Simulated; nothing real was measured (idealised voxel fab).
Process module name: voxel transistor to metal
Each square cell in cross-section cut measures 5 nm, and the section as a whole is 225 nm wide.
For the purposes of this document, a cross-section shall be understood as a grid of square cells, specified as bands listed in top-to-bottom order, each band consisting of one or more rows of cells. For a band, the entry starts with two heights in nm, that of the top and then that of the bottom, and carries on with the band's materials in order from left to right, each alongside its width in nm; the word "everywhere" beside a single material means it fills the band edge to edge, and "blank" means empty space. We count height from 0. Below that, the starting wafer is all one material. The lowest band never ends at the bottom but goes on down; see "0 -> down" for how that is written. A width such as "30->40" changes by the same amount from each row of cells to the next, from the band's top row to its bottom row. What does "no alteration" mean for a step? It means no cell of the cross-section changed in that step. This entry, "Closed cavity list", enumerates those empty regions of no fewer than 8 cells that possess no open connection to the top. Each region is reported in the form width x height at distance, the distance being taken from the left edge, with all three quantities expressed in nm. Anything after a step's settings on that line? It's the simulator's own note about the step. "overlay nm" on a masked step: distance the mask lay right of its planned place, negative for left. Note on reading: below, each pair holds a cross-section from before one process step and one from after it; the one from after shows only down to the lowest band that changed. Beneath the pair, the step in between is stated along with its settings. The pairs can stem from different runs of this module on the same starting wafer. Where a pair's entry headed "Before processing step" says so, and only there, that pair continues from the pair above it.
Before processing step
* 75 -> 60: SiO2 20 nm; blank 15 nm; SiO2 45 nm; blank 15 nm; SiO2 35 nm; blank 15 nm; SiO2 45 nm; blank 15 nm; SiO2 20 nm
* 60 -> 55: SiCN 20 nm; blank 15 nm; SiCN 45 nm; blank 15 nm; SiCN 35 nm; blank 15 nm; SiCN 45 nm; blank 15 nm; SiCN 20 nm
* 55 -> 40: SiO2 20 nm; TiN 5 nm; W 5 nm; TiN 5 nm; SiO2 45 nm; TiN 5 nm; W 5 nm; TiN 5 nm; SiO2 35 nm; TiN 5 nm; W 5 nm; TiN 5 nm; SiO2 45 nm; TiN 5 nm; W 5 nm; TiN 5 nm; SiO2 20 nm
* 40 -> 25: SiO2 20 nm; TiN 5 nm; W 5 nm; TiN 5 nm; SiO2 10 nm; SiN 5 nm; SiCN 15 nm; SiN 5 nm; SiO2 10 nm; TiN 5 nm; W 5 nm; TiN 5 nm; SiO2 35 nm; TiN 5 nm; W 5 nm; TiN 5 nm; SiO2 10 nm; SiN 5 nm; SiCN 15 nm; SiN 5 nm; SiO2 10 nm; TiN 5 nm; W 5 nm; TiN 5 nm; SiO2 20 nm
* 25 -> 15: SiO2 20 nm; TiN 5 nm; W 5 nm; TiN 5 nm; SiO2 10 nm; SiN 5 nm; polySi 15 nm; SiN 5 nm; SiO2 10 nm; TiN 5 nm; W 5 nm; TiN 5 nm; SiO2 35 nm; TiN 5 nm; W 5 nm; TiN 5 nm; SiO2 10 nm; SiN 5 nm; polySi 15 nm; SiN 5 nm; SiO2 10 nm; TiN 5 nm; W 5 nm; TiN 5 nm; SiO2 20 nm
* 15 -> 10: SiO2 20 nm; TiN 15 nm; SiO2 10 nm; SiN 5 nm; polySi 15 nm; SiN 5 nm; SiO2 10 nm; TiN 15 nm; SiO2 35 nm; TiN 15 nm; SiO2 10 nm; SiN 5 nm; polySi 15 nm; SiN 5 nm; SiO2 10 nm; TiN 15 nm; SiO2 20 nm
* 10 -> 5: SiO2 20 nm; TiN 10 nm; pSi 15 nm; SiN 5 nm; polySi 15 nm; SiN 5 nm; pSi 15 nm; TiN 10 nm; SiO2 35 nm; TiN 10 nm; pSi 15 nm; SiN 5 nm; polySi 15 nm; SiN 5 nm; pSi 15 nm; TiN 10 nm; SiO2 20 nm
* 5 -> 0: SiO2 10 nm; SiN 5 nm; SiO2 5 nm; TiN 10 nm; pSi 15 nm; SiN 5 nm; polySi 15 nm; SiN 5 nm; pSi 15 nm; TiN 10 nm; SiO2 5 nm; SiN 5 nm; SiO2 15 nm; SiN 5 nm; SiO2 5 nm; TiN 10 nm; pSi 15 nm; SiN 5 nm; polySi 15 nm; SiN 5 nm; pSi 15 nm; TiN 10 nm; SiO2 5 nm; SiN 5 nm; SiO2 10 nm
* 0 -> -5: SiO2 20 nm; TiN 10 nm; pSi 15 nm; SiO2 25 nm; pSi 15 nm; TiN 10 nm; SiO2 35 nm; TiN 10 nm; pSi 15 nm; SiO2 25 nm; pSi 15 nm; TiN 10 nm; SiO2 20 nm
* -5 -> -20: SiO2 20 nm; pSi 25 nm; Si 25 nm; pSi 25 nm; SiO2 35 nm; pSi 25 nm; Si 25 nm; pSi 25 nm; SiO2 20 nm
* -20 -> -65: SiO2 20 nm; Si 75 nm; SiO2 35 nm; Si 75 nm; SiO2 20 nm
* -65 -> down: Si everywhere
* Closed cavity list: none
Step Result
* 80 -> 75: TiN 25 nm; blank 5 nm; TiN 55 nm; blank 5 nm; TiN 45 nm; blank 5 nm; TiN 55 nm; blank 5 nm; TiN 25 nm
* 75 -> 60: SiO2 20 nm; TiN 5 nm; blank 5 nm; TiN 5 nm; SiO2 45 nm; TiN 5 nm; blank 5 nm; TiN 5 nm; SiO2 35 nm; TiN 5 nm; blank 5 nm; TiN 5 nm; SiO2 45 nm; TiN 5 nm; blank 5 nm; TiN 5 nm; SiO2 20 nm
* 60 -> 55: SiCN 20 nm; TiN 15 nm; SiCN 45 nm; TiN 15 nm; SiCN 35 nm; TiN 15 nm; SiCN 45 nm; TiN 15 nm; SiCN 20 nm
* Anything lower than 55 is untouched.
* Closed cavity list: none
Intermediate step for the cross-sections above: CONFORMAL_DEP,material TiN,thk nm 5
Before processing step: look at the pair above, its after cross-section is where this step starts.
Step Result
* 90 -> 80: Ru everywhere
* 80 -> 75: TiN 25 nm; Ru 5 nm; TiN 55 nm; Ru 5 nm; TiN 45 nm; Ru 5 nm; TiN 55 nm; Ru 5 nm; TiN 25 nm
* 75 -> 60: SiO2 20 nm; TiN 5 nm; Ru 5 nm; TiN 5 nm; SiO2 45 nm; TiN 5 nm; Ru 5 nm; TiN 5 nm; SiO2 35 nm; TiN 5 nm; Ru 5 nm; TiN 5 nm; SiO2 45 nm; TiN 5 nm; Ru 5 nm; TiN 5 nm; SiO2 20 nm
* Anything lower than 60 is untouched.
* Closed cavity list: none
Intermediate step for the cross-sections above: FILL_DEP,material Ru,thk nm 10
Before processing step: look at the pair above, its after cross-section is where this step starts.
Step Result
* 75 -> 60: SiO2 20 nm; TiN 5 nm; Ru 5 nm; TiN 5 nm; SiO2 45 nm; TiN 5 nm; Ru 5 nm; TiN 5 nm; SiO2 35 nm; TiN 5 nm; Ru 5 nm; TiN 5 nm; SiO2 45 nm; TiN 5 nm; Ru 5 nm; TiN 5 nm; SiO2 20 nm
* Anything lower than 60 is untouched.
* Closed cavity list: none
Intermediate step for the cross-sections above: CMP,height nm 75
Before processing step: look at the pair above, its after cross-section is where this step starts.
Step Result
* 80 -> 75: SiN everywhere
* Anything lower than 75 is untouched.
* Closed cavity list: none
Intermediate step for the cross-sections above: CONFORMAL_DEP,material SiN,thk nm 5
Before processing step
* 40 -> 25: SiO2 45 nm; SiN 5 nm; SiCN 15 nm; SiN 5 nm; SiO2 85 nm; SiN 5 nm; SiCN 15 nm; SiN 5 nm; SiO2 45 nm
* 25 -> 10: SiO2 45 nm; SiN 5 nm; polySi 15 nm; SiN 5 nm; SiO2 85 nm; SiN 5 nm; polySi 15 nm; SiN 5 nm; SiO2 45 nm
* 10 -> 5: SiO2 30 nm; pSi 15 nm; SiN 5 nm; polySi 15 nm; SiN 5 nm; pSi 15 nm; SiO2 55 nm; pSi 15 nm; SiN 5 nm; polySi 15 nm; SiN 5 nm; pSi 15 nm; SiO2 30 nm
* 5 -> 0: SiO2 10 nm; SiN 5 nm; SiO2 15 nm; pSi 15 nm; SiN 5 nm; polySi 15 nm; SiN 5 nm; pSi 15 nm; SiO2 15 nm; SiN 5 nm; SiO2 15 nm; SiN 5 nm; SiO2 15 nm; pSi 15 nm; SiN 5 nm; polySi 15 nm; SiN 5 nm; pSi 15 nm; SiO2 15 nm; SiN 5 nm; SiO2 10 nm
* 0 -> -5: SiO2 30 nm; pSi 15 nm; SiO2 25 nm; pSi 15 nm; SiO2 55 nm; pSi 15 nm; SiO2 25 nm; pSi 15 nm; SiO2 30 nm
* -5 -> -20: SiO2 20 nm; pSi 25 nm; Si 25 nm; pSi 25 nm; SiO2 35 nm; pSi 25 nm; Si 25 nm; pSi 25 nm; SiO2 20 nm
* -20 -> -35: SiO2 20 nm; Si 75 nm; SiO2 35 nm; Si 75 nm; SiO2 20 nm
* -35 -> down: Si everywhere
* Closed cavity list: none
Step Result
* 40 -> 25: SiO2 20 nm; blank 15 nm; SiO2 10 nm; SiN 5 nm; SiCN 15 nm; SiN 5 nm; SiO2 10 nm; blank 15 nm; SiO2 35 nm; blank 15 nm; SiO2 10 nm; SiN 5 nm; SiCN 15 nm; SiN 5 nm; SiO2 10 nm; blank 15 nm; SiO2 20 nm
* 25 -> 10: SiO2 20 nm; blank 15 nm; SiO2 10 nm; SiN 5 nm; polySi 15 nm; SiN 5 nm; SiO2 10 nm; blank 15 nm; SiO2 35 nm; blank 15 nm; SiO2 10 nm; SiN 5 nm; polySi 15 nm; SiN 5 nm; SiO2 10 nm; blank 15 nm; SiO2 20 nm
* 10 -> 5: SiO2 20 nm; blank 10 nm; pSi 15 nm; SiN 5 nm; polySi 15 nm; SiN 5 nm; pSi 15 nm; blank 10 nm; SiO2 35 nm; blank 10 nm; pSi 15 nm; SiN 5 nm; polySi 15 nm; SiN 5 nm; pSi 15 nm; blank 10 nm; SiO2 20 nm
* 5 -> 0: SiO2 10 nm; SiN 5 nm; SiO2 5 nm; blank 10 nm; pSi 15 nm; SiN 5 nm; polySi 15 nm; SiN 5 nm; pSi 15 nm; blank 10 nm; SiO2 5 nm; SiN 5 nm; SiO2 15 nm; SiN 5 nm; SiO2 5 nm; blank 10 nm; pSi 15 nm; SiN 5 nm; polySi 15 nm; SiN 5 nm; pSi 15 nm; blank 10 nm; SiO2 5 nm; SiN 5 nm; SiO2 10 nm
* 0 -> -5: SiO2 20 nm; blank 10 nm; pSi 15 nm; SiO2 25 nm; pSi 15 nm; blank 10 nm; SiO2 35 nm; blank 10 nm; pSi 15 nm; SiO2 25 nm; pSi 15 nm; blank 10 nm; SiO2 20 nm
* Anything lower than -5 is untouched.
* Closed cavity list: none
Intermediate step for the cross-sections above: MASKED_ETCH,tone open,mask id CONTACT,width nm 15,etch materials SiO2,depth nm 60,overlay nm 0
Before processing step: look at the pair above, its after cross-section is where this step starts.
Step Result
* 55 -> 40: SiO2 20 nm; blank 15 nm; SiO2 45 nm; blank 15 nm; SiO2 35 nm; blank 15 nm; SiO2 45 nm; blank 15 nm; SiO2 20 nm
* 40 -> 25: SiO2 20 nm; blank 15 nm; SiO2 10 nm; SiN 5 nm; SiCN 15 nm; SiN 5 nm; SiO2 10 nm; blank 15 nm; SiO2 35 nm; blank 15 nm; SiO2 10 nm; SiN 5 nm; SiCN 15 nm; SiN 5 nm; SiO2 10 nm; blank 15 nm; SiO2 20 nm
* 25 -> 10: SiO2 20 nm; blank 10 nm; SiO2 15 nm; SiN 5 nm; polySi 15 nm; SiN 5 nm; SiO2 15 nm; blank 10 nm; SiO2 35 nm; blank 10 nm; SiO2 15 nm; SiN 5 nm; polySi 15 nm; SiN 5 nm; SiO2 15 nm; blank 10 nm; SiO2 20 nm
* 10 -> 5: SiO2 30 nm; pSi 15 nm; SiN 5 nm; polySi 15 nm; SiN 5 nm; pSi 15 nm; SiO2 55 nm; pSi 15 nm; SiN 5 nm; polySi 15 nm; SiN 5 nm; pSi 15 nm; SiO2 30 nm
* 5 -> 0: SiO2 10 nm; SiN 5 nm; SiO2 15 nm; pSi 15 nm; SiN 5 nm; polySi 15 nm; SiN 5 nm; pSi 15 nm; SiO2 15 nm; SiN 5 nm; SiO2 15 nm; SiN 5 nm; SiO2 15 nm; pSi 15 nm; SiN 5 nm; polySi 15 nm; SiN 5 nm; pSi 15 nm; SiO2 15 nm; SiN 5 nm; SiO2 10 nm
* 0 -> -5: SiO2 30 nm; pSi 15 nm; SiO2 25 nm; pSi 15 nm; SiO2 55 nm; pSi 15 nm; SiO2 25 nm; pSi 15 nm; SiO2 30 nm
* Anything lower than -5 is untouched.
* Closed cavity list: none
Intermediate step for the cross-sections above: DIRECTIONAL_DEP,material SiO2,thk nm 15
Before processing step: look at the pair above, its after cross-section is where this step starts.
Step Result
* 60 -> 55: TiN 25 nm; blank 5 nm; TiN 55 nm; blank 5 nm; TiN 45 nm; blank 5 nm; TiN 55 nm; blank 5 nm; TiN 25 nm
* 55 -> 40: SiO2 20 nm; TiN 5 nm; blank 5 nm; TiN 5 nm; SiO2 45 nm; TiN 5 nm; blank 5 nm; TiN 5 nm; SiO2 35 nm; TiN 5 nm; blank 5 nm; TiN 5 nm; SiO2 45 nm; TiN 5 nm; blank 5 nm; TiN 5 nm; SiO2 20 nm
* 40 -> 30: SiO2 20 nm; TiN 5 nm; blank 5 nm; TiN 5 nm; SiO2 10 nm; SiN 5 nm; SiCN 15 nm; SiN 5 nm; SiO2 10 nm; TiN 5 nm; blank 5 nm; TiN 5 nm; SiO2 35 nm; TiN 5 nm; blank 5 nm; TiN 5 nm; SiO2 10 nm; SiN 5 nm; SiCN 15 nm; SiN 5 nm; SiO2 10 nm; TiN 5 nm; blank 5 nm; TiN 5 nm; SiO2 20 nm
* 30 -> 25: SiO2 20 nm; TiN 15 nm; SiO2 10 nm; SiN 5 nm; SiCN 15 nm; SiN 5 nm; SiO2 10 nm; TiN 15 nm; SiO2 35 nm; TiN 15 nm; SiO2 10 nm; SiN 5 nm; SiCN 15 nm; SiN 5 nm; SiO2 10 nm; TiN 15 nm; SiO2 20 nm
* 25 -> 10: SiO2 20 nm; TiN 10 nm; SiO2 15 nm; SiN 5 nm; polySi 15 nm; SiN 5 nm; SiO2 15 nm; TiN 10 nm; SiO2 35 nm; TiN 10 nm; SiO2 15 nm; SiN 5 nm; polySi 15 nm; SiN 5 nm; SiO2 15 nm; TiN 10 nm; SiO2 20 nm
* Anything lower than 10 is untouched.
* Closed cavity list: none
Intermediate step for the cross-sections above: CONFORMAL_DEP,material TiN,thk nm 5
Before processing step: look at the pair above, its after cross-section is where this step starts.
Step Result
* 65 -> 60: W everywhere
* 60 -> 55: TiN 25 nm; W 5 nm; TiN 55 nm; W 5 nm; TiN 45 nm; W 5 nm; TiN 55 nm; W 5 nm; TiN 25 nm
* 55 -> 40: SiO2 20 nm; TiN 5 nm; W 5 nm; TiN 5 nm; SiO2 45 nm; TiN 5 nm; W 5 nm; TiN 5 nm; SiO2 35 nm; TiN 5 nm; W 5 nm; TiN 5 nm; SiO2 45 nm; TiN 5 nm; W 5 nm; TiN 5 nm; SiO2 20 nm
* 40 -> 30: SiO2 20 nm; TiN 5 nm; W 5 nm; TiN 5 nm; SiO2 10 nm; SiN 5 nm; SiCN 15 nm; SiN 5 nm; SiO2 10 nm; TiN 5 nm; W 5 nm; TiN 5 nm; SiO2 35 nm; TiN 5 nm; W 5 nm; TiN 5 nm; SiO2 10 nm; SiN 5 nm; SiCN 15 nm; SiN 5 nm; SiO2 10 nm; TiN 5 nm; W 5 nm; TiN 5 nm; SiO2 20 nm
* Anything lower than 30 is untouched.
* Closed cavity list: none
Intermediate step for the cross-sections above: FILL_DEP,material W,thk nm 5
Before processing step: look at the pair above, its after cross-section is where this step starts.
Step Result
* 55 -> 40: SiO2 20 nm; TiN 5 nm; W 5 nm; TiN 5 nm; SiO2 45 nm; TiN 5 nm; W 5 nm; TiN 5 nm; SiO2 35 nm; TiN 5 nm; W 5 nm; TiN 5 nm; SiO2 45 nm; TiN 5 nm; W 5 nm; TiN 5 nm; SiO2 20 nm
* Anything lower than 40 is untouched.
* Closed cavity list: none
Intermediate step for the cross-sections above: CMP,height nm 55
Before processing step: look at the pair above, its after cross-section is where this step starts.
Step Result
* 60 -> 55: SiCN everywhere
* Anything lower than 55 is untouched.
* Closed cavity list: none
Intermediate step for the cross-sections above: CONFORMAL_DEP,material SiCN,thk nm 5
Before processing step: look at the pair above, its after cross-section is where this step starts.
Step Result
* 75 -> 60: SiO2 everywhere
* Anything lower than 60 is untouched.
* Closed cavity list: none
Intermediate step for the cross-sections above: DIRECTIONAL_DEP,material SiO2,thk nm 15
Before processing step: look at the pair above, its after cross-section is where this step starts.
Step Result
* 75 -> 60: SiO2 20 nm; blank 15 nm; SiO2 45 nm; blank 15 nm; SiO2 35 nm; blank 15 nm; SiO2 45 nm; blank 15 nm; SiO2 20 nm
* Anything lower than 60 is untouched.
* Closed cavity list: none
Intermediate step for the cross-sections above: MASKED_ETCH,tone open,mask id METAL_1,width nm 15,etch materials SiO2,depth nm 15,overlay nm 0
Before processing step: look at the pair above, its after cross-section is where this step starts.
Step Result
* 75 -> 60: SiO2 20 nm; blank 15 nm; SiO2 45 nm; blank 15 nm; SiO2 35 nm; blank 15 nm; SiO2 45 nm; blank 15 nm; SiO2 20 nm
* 60 -> 55: SiCN 20 nm; blank 15 nm; SiCN 45 nm; blank 15 nm; SiCN 35 nm; blank 15 nm; SiCN 45 nm; blank 15 nm; SiCN 20 nm
* Anything lower than 55 is untouched.
* Closed cavity list: none
Intermediate step for the cross-sections above: MASKED_ETCH,tone open,mask id METAL_1,width nm 15,etch materials SiCN,depth nm 5,overlay nm 0
Before processing step: look at the pair above, its after cross-section is where this step starts.
Step Result
* 80 -> 75: TiN 25 nm; blank 5 nm; TiN 55 nm; blank 5 nm; TiN 45 nm; blank 5 nm; TiN 55 nm; blank 5 nm; TiN 25 nm
* 75 -> 60: SiO2 20 nm; TiN 5 nm; blank 5 nm; TiN 5 nm; SiO2 45 nm; TiN 5 nm; blank 5 nm; TiN 5 nm; SiO2 35 nm; TiN 5 nm; blank 5 nm; TiN 5 nm; SiO2 45 nm; TiN 5 nm; blank 5 nm; TiN 5 nm; SiO2 20 nm
* 60 -> 55: SiCN 20 nm; TiN 15 nm; SiCN 45 nm; TiN 15 nm; SiCN 35 nm; TiN 15 nm; SiCN 45 nm; TiN 15 nm; SiCN 20 nm
* Anything lower than 55 is untouched.
* Closed cavity list: none
Intermediate step for the cross-sections above: CONFORMAL_DEP,material TiN,thk nm 5
Before processing step: look at the pair above, its after cross-section is where this step starts.
Step Result
* 90 -> 80: Ru everywhere
* 80 -> 75: TiN 25 nm; Ru 5 nm; TiN 55 nm; Ru 5 nm; TiN 45 nm; Ru 5 nm; TiN 55 nm; Ru 5 nm; TiN 25 nm
* 75 -> 60: SiO2 20 nm; TiN 5 nm; Ru 5 nm; TiN 5 nm; SiO2 45 nm; TiN 5 nm; Ru 5 nm; TiN 5 nm; SiO2 35 nm; TiN 5 nm; Ru 5 nm; TiN 5 nm; SiO2 45 nm; TiN 5 nm; Ru 5 nm; TiN 5 nm; SiO2 20 nm
* Anything lower than 60 is untouched.
* Closed cavity list: none
Intermediate step for the cross-sections above: FILL_DEP,material Ru,thk nm 10
Before processing step: look at the pair above, its after cross-section is where this step starts.
Step Result
* 75 -> 60: SiO2 20 nm; TiN 5 nm; Ru 5 nm; TiN 5 nm; SiO2 45 nm; TiN 5 nm; Ru 5 nm; TiN 5 nm; SiO2 35 nm; TiN 5 nm; Ru 5 nm; TiN 5 nm; SiO2 45 nm; TiN 5 nm; Ru 5 nm; TiN 5 nm; SiO2 20 nm
* Anything lower than 60 is untouched.
* Closed cavity list: none
Intermediate step for the cross-sections above: CMP,height nm 75
Before processing step: look at the pair above, its after cross-section is where this step starts.
Step Result
* 80 -> 75: SiN everywhere
* Anything lower than 75 is untouched.
* Closed cavity list: none
Intermediate step for the cross-sections above: CONFORMAL_DEP,material SiN,thk nm 5
Before processing step
* 20 -> 5: blank 15 nm; SiN 85 nm; blank 25 nm; SiN 85 nm; blank 15 nm
* 5 -> 0: blank 15 nm; SiO2 85 nm; blank 25 nm; SiO2 85 nm; blank 15 nm
* 0 -> down: Si everywhere
* Closed cavity list: none
Step Result
* 20 -> 5: blank 15 nm; SiN 85 nm; blank 25 nm; SiN 85 nm; blank 15 nm
* 5 -> 0: blank 15 nm; SiO2 85 nm; blank 25 nm; SiO2 85 nm; blank 15 nm
* 0 -> -40: blank 15 nm; Si 85 nm; blank 25 nm; Si 85 nm; blank 15 nm
* Anything lower than -40 is untouched.
* Closed cavity list: none
Intermediate step for the cross-sections above: MASKED_ETCH,tone cover,mask id ACTIVE,width nm 85,pitch nm 110,etch materials Si,depth nm 40,overlay nm 0
Before processing step: look at the pair above, its after cross-section is where this step starts.
Step Result
* 20 -> 5: blank 15 nm; SiN 85 nm; blank 25 nm; SiN 85 nm; blank 15 nm
* 5 -> 0: blank 15 nm; SiO2 85 nm; blank 25 nm; SiO2 85 nm; blank 15 nm
* 0 -> -40: blank 15 nm; SiO2 5 nm; Si 75 nm; SiO2 5 nm; blank 25 nm; SiO2 5 nm; Si 75 nm; SiO2 5 nm; blank 15 nm
* -40 -> -45: SiO2 20 nm; Si 75 nm; SiO2 35 nm; Si 75 nm; SiO2 20 nm
* Anything lower than -45 is untouched.
* Closed cavity list: none
Intermediate step for the cross-sections above: OXIDIZE,depth nm 5
Before processing step: look at the pair above, its after cross-section is where this step starts.
Step Result
* 30 -> 20: SiO2 everywhere
* 20 -> 5: SiO2 15 nm; SiN 85 nm; SiO2 25 nm; SiN 85 nm; SiO2 15 nm
* 5 -> 0: SiO2 everywhere
* 0 -> -45: SiO2 20 nm; Si 75 nm; SiO2 35 nm; Si 75 nm; SiO2 20 nm
* Anything lower than -45 is untouched.
* Closed cavity list: none
Intermediate step for the cross-sections above: FILL_DEP,material SiO2,thk nm 10
Before processing step: look at the pair above, its after cross-section is where this step starts.
Step Result
* 20 -> 5: SiO2 15 nm; SiN 85 nm; SiO2 25 nm; SiN 85 nm; SiO2 15 nm
* Anything lower than 5 is untouched.
* Closed cavity list: none
Intermediate step for the cross-sections above: CMP,height nm 20
Before processing step: look at the pair above, its after cross-section is where this step starts.
Step Result
* 20 -> 10: blank 15 nm; SiN 85 nm; blank 25 nm; SiN 85 nm; blank 15 nm
* Anything lower than 10 is untouched.
* Closed cavity list: none
Intermediate step for the cross-sections above: SELECTIVE_ETCH,etch materials SiO2,depth nm 10
Before processing step: look at the pair above, its after cross-section is where this step starts.
Step Result
* 10 -> 5: SiO2 15 nm; blank 85 nm; SiO2 25 nm; blank 85 nm; SiO2 15 nm
* Anything lower than 5 is untouched.
* Closed cavity list: none
Intermediate step for the cross-sections above: STRIP,etch materials SiN
Before processing step: look at the pair above, its after cross-section is where this step starts.
Step Result
* 5 -> 0: SiO2 10 nm; blank 95 nm; SiO2 15 nm; blank 95 nm; SiO2 10 nm
* Anything lower than 0 is untouched.
* Closed cavity list: none
Intermediate step for the cross-sections above: SELECTIVE_ETCH,etch materials SiO2,depth nm 5
Before processing step: look at the pair above, its after cross-section is where this step starts.
Step Result
* 5 -> 0: SiO2 10 nm; blank 95 nm; SiO2 15 nm; blank 95 nm; SiO2 10 nm
* 0 -> -5: SiO2 everywhere
* Anything lower than -5 is untouched.
* Closed cavity list: none
Intermediate step for the cross-sections above: OXIDIZE,depth nm 5
Before processing step: look at the pair above, its after cross-section is where this step starts.
Step Result
* 30 -> 25: polySi 10 nm; blank 95 nm; polySi 15 nm; blank 95 nm; polySi 10 nm
* 25 -> 5: polySi everywhere
* 5 -> 0: SiO2 10 nm; polySi 95 nm; SiO2 15 nm; polySi 95 nm; SiO2 10 nm
* Anything lower than 0 is untouched.
* Closed cavity list: none
Intermediate step for the cross-sections above: DIRECTIONAL_DEP,material polySi,thk nm 25
Before processing step: look at the pair above, its after cross-section is where this step starts.
Step Result
* 45 -> 40: SiCN 10 nm; blank 95 nm; SiCN 15 nm; blank 95 nm; SiCN 10 nm
* 40 -> 30: SiCN everywhere
* 30 -> 25: polySi 10 nm; SiCN 95 nm; polySi 15 nm; SiCN 95 nm; polySi 10 nm
* Anything lower than 25 is untouched.
* Closed cavity list: none
Intermediate step for the cross-sections above: DIRECTIONAL_DEP,material SiCN,thk nm 15
Before processing step: look at the pair above, its after cross-section is where this step starts.
Step Result
* 55 -> 50: aC 10 nm; blank 95 nm; aC 15 nm; blank 95 nm; aC 10 nm
* 50 -> 45: aC everywhere
* 45 -> 40: SiCN 10 nm; aC 95 nm; SiCN 15 nm; aC 95 nm; SiCN 10 nm
* Anything lower than 40 is untouched.
* Closed cavity list: none
Intermediate step for the cross-sections above: DIRECTIONAL_DEP,material aC,thk nm 10
Before processing step: look at the pair above, its after cross-section is where this step starts.
Step Result
* 85 -> 55: blank 50 nm; resist 15 nm; blank 95 nm; resist 15 nm; blank 50 nm
* 55 -> 50: aC 10 nm; blank 40 nm; resist 15 nm; blank 40 nm; aC 15 nm; blank 40 nm; resist 15 nm; blank 40 nm; aC 10 nm
* Anything lower than 50 is untouched.
* Closed cavity list: none
Intermediate step for the cross-sections above: PATTERN,tone cover,mask id GATE,material resist,width nm 15,pitch nm 110,thk nm 30,overlay nm 0
Before processing step: look at the pair above, its after cross-section is where this step starts.
Step Result
* 75 -> 50: blank 50 nm; resist 15 nm; blank 95 nm; resist 15 nm; blank 50 nm
* 50 -> 45: blank 50 nm; aC 15 nm; blank 95 nm; aC 15 nm; blank 50 nm
* 45 -> 40: SiCN 10 nm; blank 40 nm; aC 15 nm; blank 40 nm; SiCN 15 nm; blank 40 nm; aC 15 nm; blank 40 nm; SiCN 10 nm
* Anything lower than 40 is untouched.
* Closed cavity list: none
Intermediate step for the cross-sections above: DIRECTIONAL_ETCH,etch materials aC,depth nm 10
Before processing step: look at the pair above, its after cross-section is where this step starts.
Step Result
* 50 -> 45: blank 50 nm; aC 15 nm; blank 95 nm; aC 15 nm; blank 50 nm
* Anything lower than 45 is untouched.
* Closed cavity list: none
Intermediate step for the cross-sections above: STRIP,etch materials resist
Before processing step: look at the pair above, its after cross-section is where this step starts.
Step Result
* 50 -> 40: blank 50 nm; aC 15 nm; blank 95 nm; aC 15 nm; blank 50 nm
* 40 -> 30: blank 50 nm; SiCN 15 nm; blank 95 nm; SiCN 15 nm; blank 50 nm
* 30 -> 25: polySi 10 nm; blank 40 nm; SiCN 15 nm; blank 40 nm; polySi 15 nm; blank 40 nm; SiCN 15 nm; blank 40 nm; polySi 10 nm
* Anything lower than 25 is untouched.
* Closed cavity list: none
Intermediate step for the cross-sections above: DIRECTIONAL_ETCH,etch materials SiCN,depth nm 25
Before processing step: look at the pair above, its after cross-section is where this step starts.
Step Result
* 50 -> 40: blank 50 nm; aC 15 nm; blank 95 nm; aC 15 nm; blank 50 nm
* 40 -> 25: blank 50 nm; SiCN 15 nm; blank 95 nm; SiCN 15 nm; blank 50 nm
* 25 -> 5: blank 50 nm; polySi 15 nm; blank 95 nm; polySi 15 nm; blank 50 nm
* 5 -> 0: SiO2 10 nm; blank 40 nm; polySi 15 nm; blank 40 nm; SiO2 15 nm; blank 40 nm; polySi 15 nm; blank 40 nm; SiO2 10 nm
* Anything lower than 0 is untouched.
* Closed cavity list: none
Intermediate step for the cross-sections above: DIRECTIONAL_ETCH,etch materials polySi,depth nm 35
Before processing step: look at the pair above, its after cross-section is where this step starts.
Step Result
* 40 -> 25: blank 50 nm; SiCN 15 nm; blank 95 nm; SiCN 15 nm; blank 50 nm
* Anything lower than 25 is untouched.
* Closed cavity list: none
Intermediate step for the cross-sections above: STRIP,etch materials aC
Before processing step: look at the pair above, its after cross-section is where this step starts.
Step Result
* 45 -> 40: blank 45 nm; SiN 25 nm; blank 85 nm; SiN 25 nm; blank 45 nm
* 40 -> 25: blank 45 nm; SiN 5 nm; SiCN 15 nm; SiN 5 nm; blank 85 nm; SiN 5 nm; SiCN 15 nm; SiN 5 nm; blank 45 nm
* 25 -> 10: blank 45 nm; SiN 5 nm; polySi 15 nm; SiN 5 nm; blank 85 nm; SiN 5 nm; polySi 15 nm; SiN 5 nm; blank 45 nm
* 10 -> 5: SiN 15 nm; blank 30 nm; SiN 5 nm; polySi 15 nm; SiN 5 nm; blank 30 nm; SiN 25 nm; blank 30 nm; SiN 5 nm; polySi 15 nm; SiN 5 nm; blank 30 nm; SiN 15 nm
* 5 -> 0: SiO2 10 nm; SiN 40 nm; polySi 15 nm; SiN 40 nm; SiO2 15 nm; SiN 40 nm; polySi 15 nm; SiN 40 nm; SiO2 10 nm
* Anything lower than 0 is untouched.
* Closed cavity list: none
Intermediate step for the cross-sections above: CONFORMAL_DEP,material SiN,thk nm 5
Before processing step: look at the pair above, its after cross-section is where this step starts.
Step Result
* 40 -> 25: blank 45 nm; SiN 5 nm; SiCN 15 nm; SiN 5 nm; blank 85 nm; SiN 5 nm; SiCN 15 nm; SiN 5 nm; blank 45 nm
* 25 -> 5: blank 45 nm; SiN 5 nm; polySi 15 nm; SiN 5 nm; blank 85 nm; SiN 5 nm; polySi 15 nm; SiN 5 nm; blank 45 nm
* 5 -> 0: SiO2 10 nm; SiN 5 nm; blank 30 nm; SiN 5 nm; polySi 15 nm; SiN 5 nm; blank 30 nm; SiN 5 nm; SiO2 15 nm; SiN 5 nm; blank 30 nm; SiN 5 nm; polySi 15 nm; SiN 5 nm; blank 30 nm; SiN 5 nm; SiO2 10 nm
* Anything lower than 0 is untouched.
* Closed cavity list: none
Intermediate step for the cross-sections above: DIRECTIONAL_ETCH,etch materials SiN,depth nm 5
Before processing step: look at the pair above, its after cross-section is where this step starts.
Step Result
* 40 -> 25: blank 45 nm; SiN 5 nm; SiCN 15 nm; SiN 5 nm; blank 85 nm; SiN 5 nm; SiCN 15 nm; SiN 5 nm; blank 45 nm
* 25 -> 5: blank 45 nm; SiN 5 nm; polySi 15 nm; SiN 5 nm; blank 85 nm; SiN 5 nm; polySi 15 nm; SiN 5 nm; blank 45 nm
* 5 -> 0: blank 10 nm; SiN 5 nm; blank 30 nm; SiN 5 nm; polySi 15 nm; SiN 5 nm; blank 30 nm; SiN 5 nm; blank 15 nm; SiN 5 nm; blank 30 nm; SiN 5 nm; polySi 15 nm; SiN 5 nm; blank 30 nm; SiN 5 nm; blank 10 nm
* 0 -> -5: SiO2 15 nm; blank 30 nm; SiO2 25 nm; blank 30 nm; SiO2 25 nm; blank 30 nm; SiO2 25 nm; blank 30 nm; SiO2 15 nm
* Anything lower than -5 is untouched.
* Closed cavity list: none
Intermediate step for the cross-sections above: DIRECTIONAL_ETCH,etch materials SiO2,depth nm 5
